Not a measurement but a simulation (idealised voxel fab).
The process module presented herein is designated voxel trench capacitor.
Section shown: cut. Width: 270 nm. Cell size: 5 nm, square.
A cross-section is a grid of square cells, given in bands from the top down. A band is one or more rows of cells. The band entry comprises the height of the band's top followed by the height of its bottom, expressed in nm, and subsequently the band's materials from left to right, each stated together with its width in nm. Where a single material is marked with the word "everywhere", that material fills the band from edge to edge. The word "empty" represents empty space. Heights are measured from 0, the level below which the as-received wafer is all one material; the lowest band has no bottom and continues downward, written as in "0 nm and below". You'd read "30..40" like this: the band's top row of cells is as wide as the first number, its bottom row is as wide as the second, and going down, every row changes width by the same amount as the row before did. Basically "identical to before" means that step didn't change any cell in the cross-section. "Fully enclosed voids" specifies each empty space that is not open to the top and that occupies no fewer than 8 cells, using the form width x height at distance, the distance measured from the left edge and all three quantities in nm. If you see something after the settings on a step's line, that's the simulator's own remark about that step. overlay nm: where the mask lay relative to plan, measured to the right, on steps with a mask; negatives go left.

Listed below are the process steps as planned:
step 1: RECEIVE with material Si
step 2: CONFORMAL_DEP with material SiN, thk nm 5
step 3: PATTERN with tone open, mask id TRENCH, material resist, width nm 25, pitch nm 50, thk nm 20, overlay nm 0
step 4: DIRECTIONAL_ETCH with etch materials SiN, depth nm 5
step 5: DIRECTIONAL_ETCH with etch materials Si, depth nm 40
step 6: STRIP with etch materials resist
step 7: CONFORMAL_DEP with material SiO2, thk nm 5
step 8: FILL_DEP with material polySi, thk nm 5
step 9: CMP with height nm 5
The plan shows the thk nm of step 2 as the first wafer had it; this setting differs between the wafers, which start out alike.

Incoming state of the first of several wafers in cross-section: after step 1:
- 0 nm and below  Si everywhere
- Fully enclosed voids: none

The table below has one row for each wafer; a row shows, as of the end of the module, how many cells of each material the wafer has gained, marked (+), or lost, marked (-), since it was received, and then the wafer's closed voids:
thk nm 5; -120 Si; +39 SiN; +63 SiO2; +72 polySi; Fully enclosed voids: none
thk nm 10; +54 SiN; Fully enclosed voids: none
thk nm 15; +54 SiN; Fully enclosed voids: none
thk nm 20; +54 SiN; Fully enclosed voids: none
